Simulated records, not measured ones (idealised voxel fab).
process module | voxel transistor to metal
cross-section cut | 150 nm wide | cells 5 nm
A cross-section is a grid of square cells, given in bands from the top down. A band is one or more rows of cells.
Each band's line starts with the height of the band's top and of its bottom, in nm. Then come its materials from left to right, each with its width in nm. One material with "throughout" fills the band from edge to edge. "air" is empty space.
Height 0 is the level under which the wafer as received is all one material. The lowest band goes on downwards, as in "0 down".
A width such as "30 to 40" changes by the same amount from each row of cells to the next, from the band's top row to its bottom row.
"no change" after a step means that no cell of the cross-section changed.
closed voids: empty space of 8 cells or more with no open way to the top, each as width x height at its distance from the left edge, in nm
after a step's settings: what the simulator itself notes on the step
overlay nm, on a step with a mask: how far to the right of its planned place the mask lay; to the left if negative
plan
1 op RECEIVE | material Si
2 op CONFORMAL_DEP | material SiO2 | thk nm 5
3 op CONFORMAL_DEP | material SiN | thk nm 15
4 op DIRECTIONAL_DEP | material aC | thk nm 15
5 op PATTERN | tone cover | mask id ACTIVE | material resist | width nm 95 | thk nm 30 | overlay nm 0
6 op DIRECTIONAL_ETCH | etch materials aC | depth nm 15
7 op STRIP | etch materials resist
8 op DIRECTIONAL_ETCH | etch materials SiN | depth nm 15
9 op DIRECTIONAL_ETCH | etch materials SiO2 | depth nm 5
10 op DIRECTIONAL_ETCH | etch materials Si | depth nm 30
11 op STRIP | etch materials aC
12 op FILL_DEP | material SiO2 | thk nm 10
13 op CMP | height nm 20
14 op SELECTIVE_ETCH | etch materials SiO2 | depth nm 10
15 op STRIP | etch materials SiN
16 op SELECTIVE_ETCH | etch materials SiO2 | depth nm 5
17 op OXIDIZE | depth nm 5
18 op DIRECTIONAL_DEP | material polySi | thk nm 25
19 op DIRECTIONAL_DEP | material SiCN | thk nm 15
20 op PATTERN | tone cover | mask id GATE | material resist | width nm 15 | thk nm 15 | overlay nm 0
21 op DIRECTIONAL_ETCH | etch materials SiCN | depth nm 25
22 op DIRECTIONAL_ETCH | etch materials polySi | depth nm 35
23 op STRIP | etch materials resist
24 op CONFORMAL_DEP | material SiN | thk nm 10
25 op DIRECTIONAL_ETCH | etch materials SiN | depth nm 10
26 op DIRECTIONAL_ETCH | etch materials SiO2 | depth nm 5
27 op EPI | material SiGe | thk nm 5
28 op FILL_DEP | material SiO2 | thk nm 10
29 op CMP | height nm 40
30 op DIRECTIONAL_DEP | material SiO2 | thk nm 15
31 op MASKED_ETCH | tone open | mask id CONTACT | width nm 20 | pitch nm 65 | etch materials SiO2 | depth nm 55 | overlay nm 0
32 op CONFORMAL_DEP | material TiN | thk nm 5
33 op FILL_DEP | material W | thk nm 10
34 op CMP | height nm 55
35 op CONFORMAL_DEP | material SiCN | thk nm 5
36 op DIRECTIONAL_DEP | material SiO2 | thk nm 25
37 op DIRECTIONAL_DEP | material aC | thk nm 10
38 op PATTERN | tone open | mask id METAL_1 | material resist | width nm 20 | pitch nm 65 | thk nm 25 | overlay nm 0
39 op DIRECTIONAL_ETCH | etch materials aC | depth nm 10
40 op STRIP | etch materials resist
41 op DIRECTIONAL_ETCH | etch materials SiO2 | depth nm 25
42 op DIRECTIONAL_ETCH | etch materials SiCN | depth nm 5
43 op STRIP | etch materials aC
44 op CONFORMAL_DEP | material TiN | thk nm 5
45 op FILL_DEP | material Cu | thk nm 10
46 op CMP | height nm 85
47 op EPI | material Ru | thk nm 5
48 op FILL_DEP | material SiCN | thk nm 5
49 op DIRECTIONAL_DEP | material SiO2 | thk nm 25
50 op PATTERN | tone open | mask id METAL_2 | material resist | width nm 20 | pitch nm 65 | thk nm 20 | overlay nm 0
51 op DIRECTIONAL_ETCH | etch materials SiO2 | depth nm 15
52 op STRIP | etch materials resist
53 op DIRECTIONAL_DEP | material aC | thk nm 10
54 op PATTERN | tone open | mask id METAL_2_HOLES | material resist | width nm 15 | pitch nm 65 | thk nm 30 | overlay nm 0
55 op DIRECTIONAL_ETCH | etch materials aC | depth nm 10
56 op STRIP | etch materials resist
57 op DIRECTIONAL_ETCH | etch materials SiO2 | depth nm 10
58 op DIRECTIONAL_ETCH | etch materials SiCN | depth nm 5
59 op STRIP | etch materials aC
60 op CONFORMAL_DEP | material TiN | thk nm 5
61 op FILL_DEP | material Cu | thk nm 5
62 op CMP | height nm 120
63 op CONFORMAL_DEP | material SiN | thk nm 5
as received, after step 1
  0 down: Si throughout
  closed voids: none
first wafer at the end, as planned
  125 to 120: SiN throughout
  120 to 110: SiO2 30 | TiN 5 | Cu 10 | TiN 5 | SiO2 45 | TiN 5 | Cu 10 | TiN 5 | SiO2 35
  110 to 105: SiO2 30 | TiN 5 | Cu 5 | TiN 10 | SiO2 45 | TiN 5 | Cu 5 | TiN 10 | SiO2 35
  105 to 95: SiO2 30 | TiN 5 | Cu 5 | TiN 5 | SiO2 50 | TiN 5 | Cu 5 | TiN 5 | SiO2 40
  95 to 90: SiCN 30 | TiN 15 | SiCN 50 | TiN 15 | SiCN 40
  90 to 85: SiCN 25 | Ru 30 | SiCN 35 | Ru 30 | SiCN 30
  85 to 60: SiO2 30 | TiN 5 | Cu 10 | TiN 5 | SiO2 45 | TiN 5 | Cu 10 | TiN 5 | SiO2 35
  60 to 55: SiCN 30 | TiN 20 | SiCN 45 | TiN 20 | SiCN 35
  55 to 40: SiO2 30 | TiN 5 | W 10 | TiN 5 | SiO2 45 | TiN 5 | W 10 | TiN 5 | SiO2 35
  40 to 25: SiO2 30 | TiN 5 | W 10 | TiN 5 | SiO2 5 | SiN 10 | SiCN 15 | SiN 10 | SiO2 5 | TiN 5 | W 10 | TiN 5 | SiO2 35
  25 to 5: SiO2 30 | TiN 5 | W 10 | TiN 5 | SiO2 5 | SiN 10 | polySi 15 | SiN 10 | SiO2 5 | TiN 5 | W 10 | TiN 5 | SiO2 35
  5 to 0: SiO2 20 | SiN 10 | TiN 20 | SiO2 5 | SiN 10 | polySi 15 | SiN 10 | SiO2 5 | TiN 20 | SiN 10 | SiO2 25
  0 to -5: SiO2 30 | SiGe 25 | SiO2 35 | SiGe 25 | SiO2 35
  -5 to -30: SiO2 25 | Si 95 | SiO2 30
  -30 down: Si throughout
  closed voids: none
second wafer at the end: like start, like plan, one mistake
  125 to 120: SiN throughout
  120 to 110: Cu 40 to 25 | TiN 5 to 20 | SiO2 5 | TiN 5 | Cu 50 to 35 | TiN 5 to 20 | SiO2 5 | TiN 5 | Cu 30
  110 to 105: TiN 30 | SiO2 20 | TiN 45 | SiO2 20 | TiN 35
  105 to 95: SiO2 throughout
  95 to 90: SiCN throughout
  90 to 85: SiCN 25 | Ru 30 | SiCN 35 | Ru 30 | SiCN 30
  85 to 60: SiO2 30 | TiN 5 | Cu 10 | TiN 5 | SiO2 45 | TiN 5 | Cu 10 | TiN 5 | SiO2 35
  60 to 55: SiCN 30 | TiN 20 | SiCN 45 | TiN 20 | SiCN 35
  55 to 40: SiO2 30 | TiN 5 | W 10 | TiN 5 | SiO2 45 | TiN 5 | W 10 | TiN 5 | SiO2 35
  40 to 25: SiO2 30 | TiN 5 | W 10 | TiN 5 | SiO2 5 | SiN 10 | SiCN 15 | SiN 10 | SiO2 5 | TiN 5 | W 10 | TiN 5 | SiO2 35
  25 to 5: SiO2 30 | TiN 5 | W 10 | TiN 5 | SiO2 5 | SiN 10 | polySi 15 | SiN 10 | SiO2 5 | TiN 5 | W 10 | TiN 5 | SiO2 35
  5 to 0: SiO2 20 | SiN 10 | TiN 20 | SiO2 5 | SiN 10 | polySi 15 | SiN 10 | SiO2 5 | TiN 20 | SiN 10 | SiO2 25
  0 to -5: SiO2 30 | SiGe 25 | SiO2 35 | SiGe 25 | SiO2 35
  -5 to -30: SiO2 25 | Si 95 | SiO2 30
  -30 down: Si throughout
  closed voids: none
what went wrong: step 50 ran as: op PATTERN | tone cover | mask id METAL_2 | material resist | width nm 20 | pitch nm 65 | thk nm 20 | overlay nm 0
at the end the second wafer has, in cells: 28 more of Cu | 6 more of SiCN | 42 fewer of SiO2 | 8 more of TiN
